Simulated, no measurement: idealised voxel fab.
Proc. module: voxel transistor to metal
270 nm wide, 5 nm square cells: that's cross-section cut.
Just so we're on the same page, the cross-sections are grids of square cells, and they're listed out in bands top to bottom, each band one or more rows deep. Top, bottom (nm), then materials left to right with widths (nm); lone material tagged "throughout" fills the whole band edge to edge; "blank" = empty space. For the purposes of this specification, 0 denotes the height below which the wafer in its as-received condition is composed wholly of one material, and the lowermost band, lacking a lower limit, extends downward without end, as expressed in "0 down". With a width like "30 to 40", each row of cells in the band differs from the next by the same amount, the top row carrying the first number and the bottom row the second. For the purposes of this document, the phrase "left unchanged" attached to a step denotes that no cell within the cross-section was modified by that step. Closed empty spaces (no open way to the top) of 8 cells or more are what "Voids, enclosed" lists, each as width x height at distance from the left edge, nm for all three. Step line, after settings: the simulator's comment on this step. Each step line may optionally specify "overlay nm", which for a step with a mask gives the rightward distance between the mask's planned place and where it lay, a negative value indicating the leftward direction.
PROCESS STEPS FORESEEN IN THE PLAN
1 RECEIVE with material Si
2 CONFORMAL_DEP with material SiO2, thk nm 5
3 CONFORMAL_DEP with material SiN, thk nm 10
4 DIRECTIONAL_DEP with material aC, thk nm 15
5 PATTERN with tone cover, mask id ACTIVE, material resist, width nm 105, pitch nm 135, thk nm 30, overlay nm 0
6 DIRECTIONAL_ETCH with etch materials aC, depth nm 15
7 STRIP with etch materials resist
8 DIRECTIONAL_ETCH with etch materials SiN, depth nm 10
9 DIRECTIONAL_ETCH with etch materials SiO2, depth nm 5
10 DIRECTIONAL_ETCH with etch materials Si, depth nm 30
11 STRIP with etch materials aC
12 FILL_DEP with material SiO2, thk nm 10
13 CMP with height nm 15
14 SELECTIVE_ETCH with etch materials SiO2, depth nm 10
15 STRIP with etch materials SiN
16 SELECTIVE_ETCH with etch materials SiO2, depth nm 5
17 OXIDIZE with depth nm 5
18 DIRECTIONAL_DEP with material polySi, thk nm 25
19 DIRECTIONAL_DEP with material SiCN, thk nm 15
20 MASKED_ETCH with tone cover, mask id GATE, width nm 15, pitch nm 135, etch materials SiCN, depth nm 25, overlay nm 0
21 MASKED_ETCH with tone cover, mask id GATE, width nm 15, pitch nm 135, etch materials polySi, depth nm 35, overlay nm 0
22 CONFORMAL_DEP with material SiN, thk nm 5
23 DIRECTIONAL_ETCH with etch materials SiN, depth nm 5
24 DIRECTIONAL_ETCH with etch materials SiO2, depth nm 5
25 DIRECTIONAL_ETCH with etch materials Si, depth nm 15
26 EPI with material pSi, thk nm 20
27 FILL_DEP with material SiO2, thk nm 5
28 CMP with height nm 40
29 DIRECTIONAL_DEP with material SiO2, thk nm 15
30 DIRECTIONAL_DEP with material aC, thk nm 10
31 PATTERN with tone open, mask id CONTACT, material resist, width nm 35, thk nm 30, overlay nm 0
32 DIRECTIONAL_ETCH with etch materials aC, depth nm 10
33 STRIP with etch materials resist
34 DIRECTIONAL_ETCH with etch materials SiO2, depth nm 55
35 STRIP with etch materials aC
36 CONFORMAL_DEP with material TiN, thk nm 5
37 FILL_DEP with material W, thk nm 5
38 CMP with height nm 55
39 DIRECTIONAL_DEP with material TiN, thk nm 5
40 DIRECTIONAL_DEP with material W, thk nm 20
41 MASKED_ETCH with tone cover, mask id METAL_1, width nm 20, etch materials W, depth nm 20, overlay nm 0
42 MASKED_ETCH with tone cover, mask id METAL_1, width nm 20, etch materials TiN, depth nm 5, overlay nm 0
43 CONFORMAL_DEP with material SiN, thk nm 5
44 FILL_DEP with material SiO2, thk nm 5
45 CMP with height nm 80
46 CONFORMAL_DEP with material SiCN, thk nm 5
47 DIRECTIONAL_DEP with material lowk, thk nm 35
48 DIRECTIONAL_DEP with material aC, thk nm 15
49 PATTERN with tone open, mask id METAL_2_HOLES, material resist, width nm 15, pitch nm 135, thk nm 35, overlay nm 0
50 DIRECTIONAL_ETCH with etch materials aC, depth nm 15
51 STRIP with etch materials resist
52 DIRECTIONAL_ETCH with etch materials lowk, depth nm 35
53 STRIP with etch materials aC
54 DIRECTIONAL_DEP with material aC, thk nm 10
55 PATTERN with tone open, mask id METAL_2, material resist, width nm 20, pitch nm 135, thk nm 30, overlay nm 0
56 DIRECTIONAL_ETCH with etch materials aC, depth nm 10
57 STRIP with etch materials resist
58 DIRECTIONAL_ETCH with etch materials lowk, depth nm 20
59 DIRECTIONAL_ETCH with etch materials SiCN, depth nm 5
60 STRIP with etch materials aC
61 CONFORMAL_DEP with material TiN, thk nm 5
62 FILL_DEP with material Cu, thk nm 5
63 CMP with height nm 120
64 CONFORMAL_DEP with material SiCN, thk nm 5
AS RECEIVED (POST STEP 1): CROSS-SECTION
    0 down  Si throughout
    Voids, enclosed: none
LOOK AT THE CROSS-SECTION AFTER THE MODULE: THE WAFER STARTED OUT THE WAY SHOWN ABOVE AND THE PLAN WAS THE ONE SHOWN ABOVE, YET ONE MISTAKE WAS MADE ALONG THE WAY
    125 to 120  SiCN throughout
    120 to 105  20 lowk | 5 TiN | 10 Cu | 5 TiN | 115 lowk | 5 TiN | 10 Cu | 5 TiN | 95 lowk
    105 to 100  20 lowk | 5 TiN | 5 Cu | 10 TiN | 115 lowk | 5 TiN | 5 Cu | 10 TiN | 95 lowk
    100 to 85  20 lowk | 5 TiN | 5 Cu | 5 TiN | 120 lowk | 5 TiN | 5 Cu | 5 TiN | 100 lowk
    85 to 80  20 SiCN | 15 TiN | 120 SiCN | 15 TiN | 100 SiCN
    80 to 60  15 SiO2 | 5 SiN | 20 W | 5 SiN | 45 SiO2 | 5 SiN | 20 W | 5 SiN | 30 SiO2 | 5 SiN | 20 W | 5 SiN | 45 SiO2 | 5 SiN | 20 W | 5 SiN | 15 SiO2
    60 to 55  20 SiN | 20 TiN | 55 SiN | 20 TiN | 40 SiN | 20 TiN | 55 SiN | 20 TiN | 20 SiN
    55 to 40  20 SiO2 | 5 TiN | 25 W | 5 TiN | 25 SiO2 | 5 TiN | 25 W | 5 TiN | 40 SiO2 | 5 TiN | 25 W | 5 TiN | 25 SiO2 | 5 TiN | 25 W | 5 TiN | 20 SiO2
    40 to 25  20 SiO2 | 5 TiN | 25 W | 5 TiN | 5 SiN | 15 SiCN | 5 SiN | 5 TiN | 25 W | 5 TiN | 40 SiO2 | 5 TiN | 25 W | 5 TiN | 5 SiN | 15 SiCN | 5 SiN | 5 TiN | 25 W | 5 TiN | 20 SiO2
    25 to 20  20 SiO2 | 5 TiN | 25 W | 5 TiN | 5 SiN | 15 polySi | 5 SiN | 5 TiN | 25 W | 5 TiN | 40 SiO2 | 5 TiN | 25 W | 5 TiN | 5 SiN | 15 polySi | 5 SiN | 5 TiN | 25 W | 5 TiN | 20 SiO2
    20 to 15  20 SiO2 | 35 TiN | 5 SiN | 15 polySi | 5 SiN | 35 TiN | 40 SiO2 | 35 TiN | 5 SiN | 15 polySi | 5 SiN | 35 TiN | 20 SiO2
    15 to 0  35 SiO2 | 20 pSi | 5 SiN | 15 polySi | 5 SiN | 20 pSi | 70 SiO2 | 20 pSi | 5 SiN | 15 polySi | 5 SiN | 20 pSi | 35 SiO2
    0 to -5  10 SiO2 | 45 pSi | 25 SiO2 | 45 pSi | 20 SiO2 | 45 pSi | 25 SiO2 | 45 pSi | 10 SiO2
    -5 to -20  15 SiO2 | 40 pSi | 25 Si | 40 pSi | 30 SiO2 | 40 pSi | 25 Si | 40 pSi | 15 SiO2
    -20 to -30  15 SiO2 | 105 Si | 30 SiO2 | 105 Si | 15 SiO2
    -30 down  Si throughout
    Voids, enclosed: none
The plan and the run diverged here: twice over, step 29 of the plan was run
